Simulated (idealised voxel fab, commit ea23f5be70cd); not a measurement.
The following is a process module called voxel double patterning.
The figure presents cross-section cut, which has a width of 285 nm and is divided into square cells with an edge length of 5 nm.
Cross-section = grid of square cells, listed top down in bands; band = one or more rows. Each band's line starts with the height of the band's top and of its bottom, in nm. Then come its materials from left to right, each with its width in nm. One material with "all across" fills the band from edge to edge. "empty" is empty space. Where do heights start? At 0: under that level the wafer as delivered is made of one material only. And the lowest band has no floor; it just carries on downward, as in "0 -> down". The expression "30 to 40" gives the width at the extremes of the band, the first number at its top row of cells and the second at its bottom row, with the width changing by equal amounts from each row to the next in between. When a step is marked "no modification", none of the cells in the cross-section changed during that step. Heads up: "Enclosed cavity list" only lists the empty pockets with no open path to the top that are 8 cells or more, and it writes them as width x height at distance, distance from the left edge, in nm. If you see something after the settings on a step's line, that's the simulator's own remark about that step. overlay nm, on a step with a mask: how far to the right of its planned place the mask lay; to the left if negative.
Below is the list of planned process steps
1. RECEIVE (material Si)
2. CONFORMAL_DEP (material SiO2; thk nm 5)
3. DIRECTIONAL_DEP (material polySi; thk nm 20)
4. DIRECTIONAL_DEP (material SiCN; thk nm 5)
5. MASKED_ETCH (tone open; mask id FIRST; width nm 15; pitch nm 50; etch materials SiCN; depth nm 5; overlay nm 0)
6. MASKED_ETCH (tone open; mask id SECOND; width nm 15; etch materials SiCN; depth nm 5; overlay nm 0)
7. DIRECTIONAL_ETCH (etch materials polySi; depth nm 20)
8. STRIP (etch materials SiCN)
The width nm used in step 6 is not the same on every wafer, whereas the starting condition is; the value printed in the plan is the first wafer's.
First wafer of several, as received: cross-section after step 1
  0 -> down | Si all across
  Enclosed cavity list: none
What follows is a table in which each wafer occupies a row; for the wafer as it stands at the close of the module, the row states, material by material, how many cells have been gained (+) or lost (-) since receipt, and then gives its closed voids
width nm 15, +57 SiO2, +192 polySi, Enclosed cavity list: none
width nm 20, +57 SiO2, +188 polySi, Enclosed cavity list: none
width nm 25, +57 SiO2, +184 polySi, Enclosed cavity list: none
width nm 30, +57 SiO2, +180 polySi, Enclosed cavity list: none
